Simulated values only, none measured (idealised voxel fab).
Documented hereafter: the process module known as voxel fin reveal.
Section shown: cut. Width: 275 nm. Cell size: 5 nm, square.
How to read a cross-section here: the picture is a grid of square cells, written as bands going from the top down, and any band can span one or more rows of cells. First you get the band's top height and its bottom height, in nm, and then the materials it's made of, left to right, with each width in nm. If you see a single material with "full width", that one covers the band edge to edge. "empty" is empty space. It should be noted that heights are counted from 0, beneath which the wafer as supplied is of one material throughout, and that the lowest band possesses no lower boundary but continues downward, as written in "0 and below". Width "30 to 40": first value at the band's top row of cells, second value at its bottom row, equal change from row to row. Step marked "nothing got changed"? Then no cell in the cross-section changed in it. Enclosed voids (no open way to top), threshold 8 cells or more, entry "Fully closed voids", notation width x height at distance, distance from left edge, nm. That trailing text on a step's line, after the settings, is the simulator's own remark on the step. "overlay nm" denotes, for a step that has a mask, the displacement of the mask to the right of its planned place, with negative values corresponding to the left.
# Listed below are the process steps as planned
1,op RECEIVE | material Si
2,op CONFORMAL_DEP | material SiN | thk nm 5
3,op PATTERN | tone cover | mask id FINS | material resist | width nm 15 | pitch nm 35 | thk nm 20 | overlay nm 0
4,op DIRECTIONAL_ETCH | etch materials SiN | depth nm 5
5,op DIRECTIONAL_ETCH | etch materials Si | depth nm 40
6,op STRIP | etch materials resist
7,op OXIDIZE | depth nm 5
8,op FILL_DEP | material SiO2 | thk nm 15
9,op CMP | height nm 5
10,op SELECTIVE_ETCH | etch materials SiO2 | depth nm 35
11,op STRIP | etch materials SiN
# Concerning the first of two wafers, which was run in accordance with the plan
# Shown in cross-section is the wafer as received, that is, as it stands after step 1
    0 and below = Si full width
    Fully closed voids: none
# Cross-section through the wafer, step 2 finished
    5 down to 0 = SiN full width
    Below 0 it's all the same as before, nothing changed down there.
# Cross-section through the wafer, step 3 finished
    25 down to 5 = 110 empty, then 15 resist, then 20 empty, then 15 resist, then 115 empty
    Below 5 it's all the same as before, nothing changed down there.
# Cross-section through the wafer, step 4 finished
    25 down to 5 = 110 empty, then 15 resist, then 20 empty, then 15 resist, then 115 empty
    5 down to 0 = 110 empty, then 15 SiN, then 20 empty, then 15 SiN, then 115 empty
    Below 0 it's all the same as before, nothing changed down there.
# Cross-section through the wafer, step 5 finished
    25 down to 5 = 110 empty, then 15 resist, then 20 empty, then 15 resist, then 115 empty
    5 down to 0 = 110 empty, then 15 SiN, then 20 empty, then 15 SiN, then 115 empty
    0 down to -40 = 110 empty, then 15 Si, then 20 empty, then 15 Si, then 115 empty
    Below -40 it's all the same as before, nothing changed down there.
# Cross-section through the wafer, step 6 finished
    5 down to 0 = 110 empty, then 15 SiN, then 20 empty, then 15 SiN, then 115 empty
    Below 0 it's all the same as before, nothing changed down there.
# Cross-section through the wafer, step 7 finished
    5 down to 0 = 110 empty, then 15 SiN, then 20 empty, then 15 SiN, then 115 empty
    0 down to -40 = 110 empty, then 5 SiO2, then 5 Si, then 5 SiO2, then 20 empty, then 5 SiO2, then 5 Si, then 5 SiO2, then 115 empty
    -40 down to -45 = 115 SiO2, then 5 Si, then 30 SiO2, then 5 Si, then 120 SiO2
    Below -45 it's all the same as before, nothing changed down there.
# Cross-section through the wafer, step 8 finished
    20 down to 5 = SiO2 full width
    5 down to 0 = 110 SiO2, then 15 SiN, then 20 SiO2, then 15 SiN, then 115 SiO2
    0 down to -45 = 115 SiO2, then 5 Si, then 30 SiO2, then 5 Si, then 120 SiO2
    Below -45 it's all the same as before, nothing changed down there.
# Cross-section through the wafer, step 9 finished
    5 down to 0 = 110 SiO2, then 15 SiN, then 20 SiO2, then 15 SiN, then 115 SiO2
    Below 0 it's all the same as before, nothing changed down there.
# Cross-section through the wafer, step 10 finished
    5 down to 0 = 110 empty, then 15 SiN, then 20 empty, then 15 SiN, then 115 empty
    0 down to -30 = 115 empty, then 5 Si, then 30 empty, then 5 Si, then 120 empty
    Below -30 it's all the same as before, nothing changed down there.
# Cross-section through the wafer, step 11 finished
    0 down to -30 = 115 empty, then 5 Si, then 30 empty, then 5 Si, then 120 empty
    Below -30 it's all the same as before, nothing changed down there.
# For the second wafer, take the first wafer's start and plan, then add one mistake made in running it; everything through step 9, that step included, is shared with the first
# The second wafer in cross-section, at the planned close of step 10
    5 down to 0 = 110 empty, then 15 SiN, then 20 empty, then 15 SiN, then 115 empty
    0 down to -45 = 115 empty, then 5 Si, then 30 empty, then 5 Si, then 120 empty
    Below -45 it's all the same as before, nothing changed down there.
# The second wafer in cross-section, at the planned close of step 11
    0 down to -45 = 115 empty, then 5 Si, then 30 empty, then 5 Si, then 120 empty
    Below -45 it's all the same as before, nothing changed down there.
Short version of what went wrong: twice, step 10 of the plan was run
Upon completion, the second wafer contains, in terms of cells, a greater or smaller amount of certain materials than the first wafer: -159 SiO2
